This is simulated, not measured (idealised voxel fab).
Process module name: voxel self aligned vias
The cross-section on display is named cut; it measures 225 nm wide, and its cells are 5 nm squares.
When this document writes out a cross-section, it uses a grid of square cells and lists it as bands, beginning at the top and moving down, with a band standing for one or more rows of cells.
For a band, the entry starts with two heights in nm, that of the top and then that of the bottom, and carries on with the band's materials in order from left to right, each alongside its width in nm; the word "edge to edge" beside a single material means it fills the band edge to edge, and "blank" means empty space.
A quick word on heights: they are counted from 0, and under that level the wafer as it came to us is one material throughout. The lowest band is different from the rest in having no bottom; it simply continues downward, written as in "0 and below".
So if you see something like "30..40" for the width, read it as the top row of the band sitting at the first number and the bottom row at the second, with every row in between moving by the same amount as the last.
The designation "stayed the same", where it is given for a processing step, indicates that no cell of the cross-section was altered in the course of that step.
Empty spaces counting at least 8 cells and having no open way to the top are listed in "Unvented internal voids". The notation width x height at distance is used for each, the distance being from the left edge and all three values in nm.
It should be noted that, on the line of a given step, the content following the step's settings is a remark produced by the simulator itself with respect to that step.
The line of a step may include "overlay nm". On a step with a mask, this value is how far to the right of its planned place the mask lay. A negative value means the mask lay to the left.
So the way this works: pairs, before and after one process step. The after picture only goes down to the lowest band that actually changed, nothing below. Step and its settings are under each pair. And watch out, pairs might come from different runs of this module, same starting wafer though, so a pair only follows on from the one above if its "Pre-process" entry tells you so.
Pre-process
* 70 down to 55: aC=25 / blank=40 / aC=25 / blank=40 / aC=25 / blank=40 / aC=30
* 55 down to 40: lowk=25 / blank=40 / lowk=25 / blank=40 / lowk=25 / blank=40 / lowk=30
* 40 down to 35: lowk=35 / SiN=20 / lowk=45 / SiN=20 / lowk=45 / SiN=20 / lowk=40
* 35 down to 25: lowk=35 / TiN=5 / Ru=10 / TiN=5 / lowk=45 / TiN=5 / Ru=10 / TiN=5 / lowk=45 / TiN=5 / Ru=10 / TiN=5 / lowk=40
* 25 down to 20: lowk=35 / TiN=20 / lowk=45 / TiN=20 / lowk=45 / TiN=20 / lowk=40
* 20 down to 5: SiO2 edge to edge
* 5 down to 0: SiCN edge to edge
* 0 and below: Si edge to edge
* Unvented internal voids: none
Post-Step Geometry
* 70 down to 55: aC=25 / blank=40 / aC=25 / blank=40 / aC=25 / blank=40 / aC=30
* 55 down to 40: lowk=25 / blank=40 / lowk=25 / blank=40 / lowk=25 / blank=40 / lowk=30
* 40 down to 35: lowk=35 / blank=20 / lowk=45 / blank=20 / lowk=45 / blank=20 / lowk=40
* Everything below 35 is unchanged.
* Unvented internal voids: none
The before and after cross-sections above are linked by DIRECTIONAL_ETCH, etch materials SiN, depth nm 5
Pre-process: The cross-section prior to this step is the one presented after the step of the pair immediately above.
Post-Step Geometry
* 55 down to 40: lowk=25 / blank=40 / lowk=25 / blank=40 / lowk=25 / blank=40 / lowk=30
* Everything below 40 is unchanged.
* Unvented internal voids: none
The before and after cross-sections above are linked by STRIP, etch materials aC
Pre-process: The cross-section prior to this step is the one presented after the step of the pair immediately above.
Post-Step Geometry
* 60 down to 55: TiN=30 / blank=30 / TiN=35 / blank=30 / TiN=35 / blank=30 / TiN=35
* 55 down to 45: lowk=25 / TiN=5 / blank=30 / TiN=5 / lowk=25 / TiN=5 / blank=30 / TiN=5 / lowk=25 / TiN=5 / blank=30 / TiN=5 / lowk=30
* 45 down to 40: lowk=25 / TiN=15 / blank=10 / TiN=15 / lowk=25 / TiN=15 / blank=10 / TiN=15 / lowk=25 / TiN=15 / blank=10 / TiN=15 / lowk=30
* 40 down to 35: lowk=35 / TiN=20 / lowk=45 / TiN=20 / lowk=45 / TiN=20 / lowk=40
* Everything below 35 is unchanged.
* Unvented internal voids: none
The before and after cross-sections above are linked by CONFORMAL_DEP, material TiN, thk nm 5
Pre-process: The cross-section prior to this step is the one presented after the step of the pair immediately above.
Post-Step Geometry
* 65 down to 60: W edge to edge
* 60 down to 55: TiN=30 / W=30 / TiN=35 / W=30 / TiN=35 / W=30 / TiN=35
* 55 down to 45: lowk=25 / TiN=5 / W=30 / TiN=5 / lowk=25 / TiN=5 / W=30 / TiN=5 / lowk=25 / TiN=5 / W=30 / TiN=5 / lowk=30
* 45 down to 40: lowk=25 / TiN=15 / W=10 / TiN=15 / lowk=25 / TiN=15 / W=10 / TiN=15 / lowk=25 / TiN=15 / W=10 / TiN=15 / lowk=30
* Everything below 40 is unchanged.
* Unvented internal voids: none
The before and after cross-sections above are linked by FILL_DEP, material W, thk nm 5
Pre-process: The cross-section prior to this step is the one presented after the step of the pair immediately above.
Post-Step Geometry
* 55 down to 45: lowk=25 / TiN=5 / W=30 / TiN=5 / lowk=25 / TiN=5 / W=30 / TiN=5 / lowk=25 / TiN=5 / W=30 / TiN=5 / lowk=30
* Everything below 45 is unchanged.
* Unvented internal voids: none
The before and after cross-sections above are linked by CMP, height nm 55
Pre-process: The cross-section prior to this step is the one presented after the step of the pair immediately above.
Post-Step Geometry
* 60 down to 55: SiCN edge to edge
* Everything below 55 is unchanged.
* Unvented internal voids: none
The before and after cross-sections above are linked by CONFORMAL_DEP, material SiCN, thk nm 5
Pre-process
* 50 down to 40: SiN edge to edge
* 40 down to 35: lowk=35 / SiN=20 / lowk=45 / SiN=20 / lowk=45 / SiN=20 / lowk=40
* 35 down to 25: lowk=35 / TiN=5 / Ru=10 / TiN=5 / lowk=45 / TiN=5 / Ru=10 / TiN=5 / lowk=45 / TiN=5 / Ru=10 / TiN=5 / lowk=40
* 25 down to 20: lowk=35 / TiN=20 / lowk=45 / TiN=20 / lowk=45 / TiN=20 / lowk=40
* 20 down to 15: SiCN edge to edge
* 15 down to 0: SiO2 edge to edge
* 0 and below: Si edge to edge
* Unvented internal voids: none
Post-Step Geometry
* 45 down to 40: SiN edge to edge
* Everything below 40 is unchanged.
* Unvented internal voids: none
The before and after cross-sections above are linked by CMP, height nm 45
Pre-process: The cross-section prior to this step is the one presented after the step of the pair immediately above.
Post-Step Geometry
* 60 down to 45: lowk edge to edge
* Everything below 45 is unchanged.
* Unvented internal voids: none
The before and after cross-sections above are linked by DIRECTIONAL_DEP, material lowk, thk nm 15
Pre-process: The cross-section prior to this step is the one presented after the step of the pair immediately above.
Post-Step Geometry
* 75 down to 60: aC edge to edge
* Everything below 60 is unchanged.
* Unvented internal voids: none
The before and after cross-sections above are linked by DIRECTIONAL_DEP, material aC, thk nm 15
Pre-process: The cross-section prior to this step is the one presented after the step of the pair immediately above.
Post-Step Geometry
* 110 down to 75: resist=25 / blank=40 / resist=25 / blank=40 / resist=25 / blank=40 / resist=30
* Everything below 75 is unchanged.
* Unvented internal voids: none
The before and after cross-sections above are linked by PATTERN, tone open, mask id VIAS, material resist, width nm 40, pitch nm 65, thk nm 35, overlay nm 0
Pre-process: The cross-section prior to this step is the one presented after the step of the pair immediately above.
Post-Step Geometry
* 95 down to 75: resist=25 / blank=40 / resist=25 / blank=40 / resist=25 / blank=40 / resist=30
* 75 down to 60: aC=25 / blank=40 / aC=25 / blank=40 / aC=25 / blank=40 / aC=30
* Everything below 60 is unchanged.
* Unvented internal voids: none
The before and after cross-sections above are linked by DIRECTIONAL_ETCH, etch materials aC, depth nm 15
Pre-process: The cross-section prior to this step is the one presented after the step of the pair immediately above.
Post-Step Geometry
* 75 down to 60: aC=25 / blank=40 / aC=25 / blank=40 / aC=25 / blank=40 / aC=30
* Everything below 60 is unchanged.
* Unvented internal voids: none
The before and after cross-sections above are linked by STRIP, etch materials resist
Pre-process: The cross-section prior to this step is the one presented after the step of the pair immediately above.
Post-Step Geometry
* 75 down to 60: aC=25 / blank=40 / aC=25 / blank=40 / aC=25 / blank=40 / aC=30
* 60 down to 45: lowk=25 / blank=40 / lowk=25 / blank=40 / lowk=25 / blank=40 / lowk=30
* Everything below 45 is unchanged.
* Unvented internal voids: none
The before and after cross-sections above are linked by DIRECTIONAL_ETCH, etch materials lowk, depth nm 15
Pre-process: The cross-section prior to this step is the one presented after the step of the pair immediately above.
Post-Step Geometry
* 75 down to 60: aC=25 / blank=40 / aC=25 / blank=40 / aC=25 / blank=40 / aC=30
* 60 down to 45: lowk=25 / blank=40 / lowk=25 / blank=40 / lowk=25 / blank=40 / lowk=30
* 45 down to 40: SiN=25 / blank=40 / SiN=25 / blank=40 / SiN=25 / blank=40 / SiN=30
* Everything below 40 is unchanged.
* Unvented internal voids: none
The before and after cross-sections above are linked by DIRECTIONAL_ETCH, etch materials SiN, depth nm 5
Pre-process: The cross-section prior to this step is the one presented after the step of the pair immediately above.
Post-Step Geometry
* 60 down to 45: lowk=25 / blank=40 / lowk=25 / blank=40 / lowk=25 / blank=40 / lowk=30
* Everything below 45 is unchanged.
* Unvented internal voids: none
The before and after cross-sections above are linked by STRIP, etch materials aC
Pre-process: The cross-section prior to this step is the one presented after the step of the pair immediately above.
Post-Step Geometry
* 65 down to 60: TiN=30 / blank=30 / TiN=35 / blank=30 / TiN=35 / blank=30 / TiN=35
* 60 down to 45: lowk=25 / TiN=5 / blank=30 / TiN=5 / lowk=25 / TiN=5 / blank=30 / TiN=5 / lowk=25 / TiN=5 / blank=30 / TiN=5 / lowk=30
* 45 down to 40: SiN=25 / TiN=40 / SiN=25 / TiN=40 / SiN=25 / TiN=40 / SiN=30
* Everything below 40 is unchanged.
* Unvented internal voids: none
The before and after cross-sections above are linked by CONFORMAL_DEP, material TiN, thk nm 5
Pre-process: The cross-section prior to this step is the one presented after the step of the pair immediately above.
Post-Step Geometry
* 70 down to 65: W edge to edge
* 65 down to 60: TiN=30 / W=30 / TiN=35 / W=30 / TiN=35 / W=30 / TiN=35
* 60 down to 45: lowk=25 / TiN=5 / W=30 / TiN=5 / lowk=25 / TiN=5 / W=30 / TiN=5 / lowk=25 / TiN=5 / W=30 / TiN=5 / lowk=30
* Everything below 45 is unchanged.
* Unvented internal voids: none
The before and after cross-sections above are linked by FILL_DEP, material W, thk nm 5
Pre-process: The cross-section prior to this step is the one presented after the step of the pair immediately above.
Post-Step Geometry
* 55 down to 45: lowk=25 / TiN=5 / W=30 / TiN=5 / lowk=25 / TiN=5 / W=30 / TiN=5 / lowk=25 / TiN=5 / W=30 / TiN=5 / lowk=30
* Everything below 45 is unchanged.
* Unvented internal voids: none
The before and after cross-sections above are linked by CMP, height nm 55
Pre-process: The cross-section prior to this step is the one presented after the step of the pair immediately above.
Post-Step Geometry
* 60 down to 55: SiCN edge to edge
* Everything below 55 is unchanged.
* Unvented internal voids: none
The before and after cross-sections above are linked by CONFORMAL_DEP, material SiCN, thk nm 5
Pre-process
* 40 down to 20: lowk edge to edge
* 20 down to 15: SiCN edge to edge
* 15 down to 0: SiO2 edge to edge
* 0 and below: Si edge to edge
* Unvented internal voids: none
Post-Step Geometry
* 55 down to 40: resist=40 / blank=15 / resist=50 / blank=15 / resist=50 / blank=15 / resist=40
* Everything below 40 is unchanged.
* Unvented internal voids: none
The before and after cross-sections above are linked by PATTERN, tone open, mask id LINES, material resist, width nm 15, pitch nm 65, thk nm 15, overlay nm 0
Pre-process: The cross-section prior to this step is the one presented after the step of the pair immediately above.
Post-Step Geometry
* 55 down to 40: resist=40 / blank=15 / resist=50 / blank=15 / resist=50 / blank=15 / resist=40
* 40 down to 20: lowk=40 / blank=15 / lowk=50 / blank=15 / lowk=50 / blank=15 / lowk=40
* Everything below 20 is unchanged.
* Unvented internal voids: none
The before and after cross-sections above are linked by DIRECTIONAL_ETCH, etch materials lowk, depth nm 20
Pre-process: The cross-section prior to this step is the one presented after the step of the pair immediately above.
Post-Step Geometry
* 40 down to 20: lowk=40 / blank=15 / lowk=50 / blank=15 / lowk=50 / blank=15 / lowk=40
* Everything below 20 is unchanged.
* Unvented internal voids: none
The before and after cross-sections above are linked by STRIP, etch materials resist
Pre-process: The cross-section prior to this step is the one presented after the step of the pair immediately above.
Post-Step Geometry
* 45 down to 40: TiN=45 / blank=5 / TiN=60 / blank=5 / TiN=60 / blank=5 / TiN=45
* 40 down to 25: lowk=40 / TiN=5 / blank=5 / TiN=5 / lowk=50 / TiN=5 / blank=5 / TiN=5 / lowk=50 / TiN=5 / blank=5 / TiN=5 / lowk=40
* 25 down to 20: lowk=40 / TiN=15 / lowk=50 / TiN=15 / lowk=50 / TiN=15 / lowk=40
* Everything below 20 is unchanged.
* Unvented internal voids: none
The before and after cross-sections above are linked by CONFORMAL_DEP, material TiN, thk nm 5
Pre-process: The cross-section prior to this step is the one presented after the step of the pair immediately above.
Post-Step Geometry
* 50 down to 45: Ru edge to edge
* 45 down to 40: TiN=45 / Ru=5 / TiN=60 / Ru=5 / TiN=60 / Ru=5 / TiN=45
* 40 down to 25: lowk=40 / TiN=5 / Ru=5 / TiN=5 / lowk=50 / TiN=5 / Ru=5 / TiN=5 / lowk=50 / TiN=5 / Ru=5 / TiN=5 / lowk=40
* Everything below 25 is unchanged.
* Unvented internal voids: none
The before and after cross-sections above are linked by FILL_DEP, material Ru, thk nm 5
Pre-process: The cross-section prior to this step is the one presented after the step of the pair immediately above.
Post-Step Geometry
* 40 down to 25: lowk=40 / TiN=5 / Ru=5 / TiN=5 / lowk=50 / TiN=5 / Ru=5 / TiN=5 / lowk=50 / TiN=5 / Ru=5 / TiN=5 / lowk=40
* Everything below 25 is unchanged.
* Unvented internal voids: none
The before and after cross-sections above are linked by CMP, height nm 40
Pre-process: The cross-section prior to this step is the one presented after the step of the pair immediately above.
Post-Step Geometry
* 40 down to 35: lowk=40 / blank=15 / lowk=50 / blank=15 / lowk=50 / blank=15 / lowk=40
* Everything below 35 is unchanged.
* Unvented internal voids: none
The before and after cross-sections above are linked by SELECTIVE_ETCH, etch materials W Ru TiN, depth nm 5
Pre-process: The cross-section prior to this step is the one presented after the step of the pair immediately above.
Post-Step Geometry
* 50 down to 40: SiN edge to edge
* 40 down to 35: lowk=40 / SiN=15 / lowk=50 / SiN=15 / lowk=50 / SiN=15 / lowk=40
* Everything below 35 is unchanged.
* Unvented internal voids: none
The before and after cross-sections above are linked by FILL_DEP, material SiN, thk nm 10
Pre-process: The cross-section prior to this step is the one presented after the step of the pair immediately above.
Post-Step Geometry
* 40 down to 35: lowk=40 / SiN=15 / lowk=50 / SiN=15 / lowk=50 / SiN=15 / lowk=40
* Everything below 35 is unchanged.
* Unvented internal voids: none
The before and after cross-sections above are linked by CMP, height nm 40
Pre-process: The cross-section prior to this step is the one presented after the step of the pair immediately above.
Post-Step Geometry
* 55 down to 40: lowk edge to edge
* Everything below 40 is unchanged.
* Unvented internal voids: none
The before and after cross-sections above are linked by DIRECTIONAL_DEP, material lowk, thk nm 15
Pre-process: The cross-section prior to this step is the one presented after the step of the pair immediately above.
Post-Step Geometry
* 70 down to 55: aC edge to edge
* Everything below 55 is unchanged.
* Unvented internal voids: none
The before and after cross-sections above are linked by DIRECTIONAL_DEP, material aC, thk nm 15
Pre-process: The cross-section prior to this step is the one presented after the step of the pair immediately above.
Post-Step Geometry
* 105 down to 70: resist=25 / blank=40 / resist=25 / blank=40 / resist=25 / blank=40 / resist=30
* Everything below 70 is unchanged.
* Unvented internal voids: none
The before and after cross-sections above are linked by PATTERN, tone open, mask id VIAS, material resist, width nm 40, pitch nm 65, thk nm 35, overlay nm 0
Pre-process: The cross-section prior to this step is the one presented after the step of the pair immediately above.
Post-Step Geometry
* 90 down to 70: resist=25 / blank=40 / resist=25 / blank=40 / resist=25 / blank=40 / resist=30
* 70 down to 55: aC=25 / blank=40 / aC=25 / blank=40 / aC=25 / blank=40 / aC=30
* Everything below 55 is unchanged.
* Unvented internal voids: none
The before and after cross-sections above are linked by DIRECTIONAL_ETCH, etch materials aC, depth nm 15
Pre-process: The cross-section prior to this step is the one presented after the step of the pair immediately above.
Post-Step Geometry
* 70 down to 55: aC=25 / blank=40 / aC=25 / blank=40 / aC=25 / blank=40 / aC=30
* Everything below 55 is unchanged.
* Unvented internal voids: none
The before and after cross-sections above are linked by STRIP, etch materials resist
Pre-process: The cross-section prior to this step is the one presented after the step of the pair immediately above.
Post-Step Geometry
* 70 down to 55: aC=25 / blank=40 / aC=25 / blank=40 / aC=25 / blank=40 / aC=30
* 55 down to 40: lowk=25 / blank=40 / lowk=25 / blank=40 / lowk=25 / blank=40 / lowk=30
* Everything below 40 is unchanged.
* Unvented internal voids: none
The before and after cross-sections above are linked by DIRECTIONAL_ETCH, etch materials lowk, depth nm 15
Pre-process: The cross-section prior to this step is the one presented after the step of the pair immediately above.
Post-Step Geometry
* 70 down to 55: aC=25 / blank=40 / aC=25 / blank=40 / aC=25 / blank=40 / aC=30
* 55 down to 40: lowk=25 / blank=40 / lowk=25 / blank=40 / lowk=25 / blank=40 / lowk=30
* 40 down to 35: lowk=40 / blank=15 / lowk=50 / blank=15 / lowk=50 / blank=15 / lowk=40
* Everything below 35 is unchanged.
* Unvented internal voids: none
The before and after cross-sections above are linked by DIRECTIONAL_ETCH, etch materials SiN, depth nm 5
Pre-process: The cross-section prior to this step is the one presented after the step of the pair immediately above.
Post-Step Geometry
* 55 down to 40: lowk=25 / blank=40 / lowk=25 / blank=40 / lowk=25 / blank=40 / lowk=30
* Everything below 40 is unchanged.
* Unvented internal voids: none
The before and after cross-sections above are linked by STRIP, etch materials aC
Pre-process: The cross-section prior to this step is the one presented after the step of the pair immediately above.
Post-Step Geometry
* 60 down to 55: TiN=30 / blank=30 / TiN=35 / blank=30 / TiN=35 / blank=30 / TiN=35
* 55 down to 45: lowk=25 / TiN=5 / blank=30 / TiN=5 / lowk=25 / TiN=5 / blank=30 / TiN=5 / lowk=25 / TiN=5 / blank=30 / TiN=5 / lowk=30
* 45 down to 40: lowk=25 / TiN=20 / blank=5 / TiN=15 / lowk=25 / TiN=20 / blank=5 / TiN=15 / lowk=25 / TiN=20 / blank=5 / TiN=15 / lowk=30
* 40 down to 35: lowk=40 / TiN=15 / lowk=50 / TiN=15 / lowk=50 / TiN=15 / lowk=40
* Everything below 35 is unchanged.
* Unvented internal voids: none
The before and after cross-sections above are linked by CONFORMAL_DEP, material TiN, thk nm 5
Pre-process: The cross-section prior to this step is the one presented after the step of the pair immediately above.
Post-Step Geometry
* 65 down to 60: W edge to edge
* 60 down to 55: TiN=30 / W=30 / TiN=35 / W=30 / TiN=35 / W=30 / TiN=35
* 55 down to 45: lowk=25 / TiN=5 / W=30 / TiN=5 / lowk=25 / TiN=5 / W=30 / TiN=5 / lowk=25 / TiN=5 / W=30 / TiN=5 / lowk=30
* 45 down to 40: lowk=25 / TiN=20 / W=5 / TiN=15 / lowk=25 / TiN=20 / W=5 / TiN=15 / lowk=25 / TiN=20 / W=5 / TiN=15 / lowk=30
* Everything below 40 is unchanged.
* Unvented internal voids: none
The before and after cross-sections above are linked by FILL_DEP, material W, thk nm 5
Pre-process: The cross-section prior to this step is the one presented after the step of the pair immediately above.
Post-Step Geometry
* 55 down to 45: lowk=25 / TiN=5 / W=30 / TiN=5 / lowk=25 / TiN=5 / W=30 / TiN=5 / lowk=25 / TiN=5 / W=30 / TiN=5 / lowk=30
* Everything below 45 is unchanged.
* Unvented internal voids: none
The before and after cross-sections above are linked by CMP, height nm 55
Pre-process: The cross-section prior to this step is the one presented after the step of the pair immediately above.
Post-Step Geometry
* 60 down to 55: SiCN edge to edge
* Everything below 55 is unchanged.
* Unvented internal voids: none
The before and after cross-sections above are linked by CONFORMAL_DEP, material SiCN, thk nm 5
Pre-process
* 40 down to 20: lowk edge to edge
* 20 down to 15: SiCN edge to edge
* 15 down to 0: SiO2 edge to edge
* 0 and below: Si edge to edge
* Unvented internal voids: none
Post-Step Geometry
* 55 down to 40: resist=40 / blank=20 / resist=45 / blank=20 / resist=45 / blank=20 / resist=35
* Everything below 40 is unchanged.
* Unvented internal voids: none
The before and after cross-sections above are linked by PATTERN, tone open, mask id LINES, material resist, width nm 20, pitch nm 65, thk nm 15, overlay nm 5
Pre-process: The cross-section prior to this step is the one presented after the step of the pair immediately above.
Post-Step Geometry
* 55 down to 40: resist=40 / blank=20 / resist=45 / blank=20 / resist=45 / blank=20 / resist=35
* 40 down to 20: lowk=40 / blank=20 / lowk=45 / blank=20 / lowk=45 / blank=20 / lowk=35
* Everything below 20 is unchanged.
* Unvented internal voids: none
The before and after cross-sections above are linked by DIRECTIONAL_ETCH, etch materials lowk, depth nm 20
Pre-process: The cross-section prior to this step is the one presented after the step of the pair immediately above.
Post-Step Geometry
* 40 down to 20: lowk=40 / blank=20 / lowk=45 / blank=20 / lowk=45 / blank=20 / lowk=35
* Everything below 20 is unchanged.
* Unvented internal voids: none
The before and after cross-sections above are linked by STRIP, etch materials resist
Pre-process: The cross-section prior to this step is the one presented after the step of the pair immediately above.
Post-Step Geometry
* 45 down to 40: TiN=45 / blank=10 / TiN=55 / blank=10 / TiN=55 / blank=10 / TiN=40
* 40 down to 25: lowk=40 / TiN=5 / blank=10 / TiN=5 / lowk=45 / TiN=5 / blank=10 / TiN=5 / lowk=45 / TiN=5 / blank=10 / TiN=5 / lowk=35
* 25 down to 20: lowk=40 / TiN=20 / lowk=45 / TiN=20 / lowk=45 / TiN=20 / lowk=35
* Everything below 20 is unchanged.
* Unvented internal voids: none
The before and after cross-sections above are linked by CONFORMAL_DEP, material TiN, thk nm 5
Pre-process: The cross-section prior to this step is the one presented after the step of the pair immediately above.
Post-Step Geometry
* 50 down to 45: Ru edge to edge
* 45 down to 40: TiN=45 / Ru=10 / TiN=55 / Ru=10 / TiN=55 / Ru=10 / TiN=40
* 40 down to 25: lowk=40 / TiN=5 / Ru=10 / TiN=5 / lowk=45 / TiN=5 / Ru=10 / TiN=5 / lowk=45 / TiN=5 / Ru=10 / TiN=5 / lowk=35
* Everything below 25 is unchanged.
* Unvented internal voids: none
The before and after cross-sections above are linked by FILL_DEP, material Ru, thk nm 5
Pre-process: The cross-section prior to this step is the one presented after the step of the pair immediately above.
Post-Step Geometry
* 40 down to 25: lowk=40 / TiN=5 / Ru=10 / TiN=5 / lowk=45 / TiN=5 / Ru=10 / TiN=5 / lowk=45 / TiN=5 / Ru=10 / TiN=5 / lowk=35
* Everything below 25 is unchanged.
* Unvented internal voids: none
The before and after cross-sections above are linked by CMP, height nm 40
Pre-process: The cross-section prior to this step is the one presented after the step of the pair immediately above.
Post-Step Geometry
* 40 down to 35: lowk=40 / blank=20 / lowk=45 / blank=20 / lowk=45 / blank=20 / lowk=35
* Everything below 35 is unchanged.
* Unvented internal voids: none
The before and after cross-sections above are linked by SELECTIVE_ETCH, etch materials W Ru TiN, depth nm 5
Pre-process: The cross-section prior to this step is the one presented after the step of the pair immediately above.
Post-Step Geometry
* 50 down to 40: SiN edge to edge
* 40 down to 35: lowk=40 / SiN=20 / lowk=45 / SiN=20 / lowk=45 / SiN=20 / lowk=35
* Everything below 35 is unchanged.
* Unvented internal voids: none
The before and after cross-sections above are linked by FILL_DEP, material SiN, thk nm 10
Pre-process: The cross-section prior to this step is the one presented after the step of the pair immediately above.
Post-Step Geometry
* 40 down to 35: lowk=40 / SiN=20 / lowk=45 / SiN=20 / lowk=45 / SiN=20 / lowk=35
* Everything below 35 is unchanged.
* Unvented internal voids: none
The before and after cross-sections above are linked by CMP, height nm 40
Pre-process: The cross-section prior to this step is the one presented after the step of the pair immediately above.
Post-Step Geometry
* 55 down to 40: lowk edge to edge
* Everything below 40 is unchanged.
* Unvented internal voids: none
The before and after cross-sections above are linked by DIRECTIONAL_DEP, material lowk, thk nm 15
Pre-process: The cross-section prior to this step is the one presented after the step of the pair immediately above.
Post-Step Geometry
* 70 down to 55: aC edge to edge
* Everything below 55 is unchanged.
* Unvented internal voids: none
The before and after cross-sections above are linked by DIRECTIONAL_DEP, material aC, thk nm 15
Pre-process: The cross-section prior to this step is the one presented after the step of the pair immediately above.
Post-Step Geometry
* 105 down to 70: resist=25 / blank=40 / resist=25 / blank=40 / resist=25 / blank=40 / resist=30
* Everything below 70 is unchanged.
* Unvented internal voids: none
The before and after cross-sections above are linked by PATTERN, tone open, mask id VIAS, material resist, width nm 40, pitch nm 65, thk nm 35, overlay nm 0
Pre-process: The cross-section prior to this step is the one presented after the step of the pair immediately above.
Post-Step Geometry
* 90 down to 70: resist=25 / blank=40 / resist=25 / blank=40 / resist=25 / blank=40 / resist=30
* 70 down to 55: aC=25 / blank=40 / aC=25 / blank=40 / aC=25 / blank=40 / aC=30
* Everything below 55 is unchanged.
* Unvented internal voids: none
The before and after cross-sections above are linked by DIRECTIONAL_ETCH, etch materials aC, depth nm 15
Pre-process: The cross-section prior to this step is the one presented after the step of the pair immediately above.
Post-Step Geometry
* 70 down to 55: aC=25 / blank=40 / aC=25 / blank=40 / aC=25 / blank=40 / aC=30
* Everything below 55 is unchanged.
* Unvented internal voids: none
The before and after cross-sections above are linked by STRIP, etch materials resist
Pre-process: The cross-section prior to this step is the one presented after the step of the pair immediately above.
Post-Step Geometry
* 70 down to 55: aC=25 / blank=40 / aC=25 / blank=40 / aC=25 / blank=40 / aC=30
* 55 down to 40: lowk=25 / blank=40 / lowk=25 / blank=40 / lowk=25 / blank=40 / lowk=30
* Everything below 40 is unchanged.
* Unvented internal voids: none
The before and after cross-sections above are linked by DIRECTIONAL_ETCH, etch materials lowk, depth nm 15
Pre-process: The cross-section prior to this step is the one presented after the step of the pair immediately above.
Post-Step Geometry
* 70 down to 55: aC=25 / blank=40 / aC=25 / blank=40 / aC=25 / blank=40 / aC=30
* 55 down to 40: lowk=25 / blank=40 / lowk=25 / blank=40 / lowk=25 / blank=40 / lowk=30
* 40 down to 35: lowk=40 / blank=20 / lowk=45 / blank=20 / lowk=45 / blank=20 / lowk=35
* Everything below 35 is unchanged.
* Unvented internal voids: none
The before and after cross-sections above are linked by DIRECTIONAL_ETCH, etch materials SiN, depth nm 5
Pre-process: The cross-section prior to this step is the one presented after the step of the pair immediately above.
Post-Step Geometry
* 55 down to 40: lowk=25 / blank=40 / lowk=25 / blank=40 / lowk=25 / blank=40 / lowk=30
* Everything below 40 is unchanged.
* Unvented internal voids: none
The before and after cross-sections above are linked by STRIP, etch materials aC
Pre-process: The cross-section prior to this step is the one presented after the step of the pair immediately above.
Post-Step Geometry
* 60 down to 55: TiN=30 / blank=30 / TiN=35 / blank=30 / TiN=35 / blank=30 / TiN=35
* 55 down to 45: lowk=25 / TiN=5 / blank=30 / TiN=5 / lowk=25 / TiN=5 / blank=30 / TiN=5 / lowk=25 / TiN=5 / blank=30 / TiN=5 / lowk=30
* 45 down to 40: lowk=25 / TiN=20 / blank=10 / TiN=10 / lowk=25 / TiN=20 / blank=10 / TiN=10 / lowk=25 / TiN=20 / blank=10 / TiN=10 / lowk=30
* 40 down to 35: lowk=40 / TiN=20 / lowk=45 / TiN=20 / lowk=45 / TiN=20 / lowk=35
* Everything below 35 is unchanged.
* Unvented internal voids: none
The before and after cross-sections above are linked by CONFORMAL_DEP, material TiN, thk nm 5
Pre-process: The cross-section prior to this step is the one presented after the step of the pair immediately above.
Post-Step Geometry
* 65 down to 60: W edge to edge
* 60 down to 55: TiN=30 / W=30 / TiN=35 / W=30 / TiN=35 / W=30 / TiN=35
* 55 down to 45: lowk=25 / TiN=5 / W=30 / TiN=5 / lowk=25 / TiN=5 / W=30 / TiN=5 / lowk=25 / TiN=5 / W=30 / TiN=5 / lowk=30
* 45 down to 40: lowk=25 / TiN=20 / W=10 / TiN=10 / lowk=25 / TiN=20 / W=10 / TiN=10 / lowk=25 / TiN=20 / W=10 / TiN=10 / lowk=30
* Everything below 40 is unchanged.
* Unvented internal voids: none
The before and after cross-sections above are linked by FILL_DEP, material W, thk nm 5
Pre-process: The cross-section prior to this step is the one presented after the step of the pair immediately above.
Post-Step Geometry
* 55 down to 45: lowk=25 / TiN=5 / W=30 / TiN=5 / lowk=25 / TiN=5 / W=30 / TiN=5 / lowk=25 / TiN=5 / W=30 / TiN=5 / lowk=30
* Everything below 45 is unchanged.
* Unvented internal voids: none
The before and after cross-sections above are linked by CMP, height nm 55
Pre-process: The cross-section prior to this step is the one presented after the step of the pair immediately above.
Post-Step Geometry
* 60 down to 55: SiCN edge to edge
* Everything below 55 is unchanged.
* Unvented internal voids: none
The before and after cross-sections above are linked by CONFORMAL_DEP, material SiCN, thk nm 5
Pre-process
* 70 down to 55: aC=25 / blank=40 / aC=25 / blank=40 / aC=25 / blank=40 / aC=30
* 55 down to 40: lowk=25 / blank=40 / lowk=25 / blank=40 / lowk=25 / blank=40 / lowk=30
* 40 down to 35: lowk=35 / blank=20 / lowk=45 / blank=20 / lowk=45 / blank=20 / lowk=40
* 35 down to 25: lowk=35 / TiN=5 / Ru=10 / TiN=5 / lowk=45 / TiN=5 / Ru=10 / TiN=5 / lowk=45 / TiN=5 / Ru=10 / TiN=5 / lowk=40
* 25 down to 20: lowk=35 / TiN=20 / lowk=45 / TiN=20 / lowk=45 / TiN=20 / lowk=40
* 20 down to 15: SiCN edge to edge
* 15 down to 0: SiO2 edge to edge
* 0 and below: Si edge to edge
* Unvented internal voids: none
Post-Step Geometry
* 70 down to 55: aC=25 / blank=40 / aC=25 / blank=40 / aC=25 / blank=40 / aC=30
* 55 down to 40: lowk=25 / blank=40 / lowk=25 / blank=40 / lowk=25 / blank=40 / lowk=30
* 40 down to 20: lowk=35 / blank=20 / lowk=45 / blank=20 / lowk=45 / blank=20 / lowk=40
* Everything below 20 is unchanged.
* Unvented internal voids: none
The before and after cross-sections above are linked by STRIP, etch materials TiN
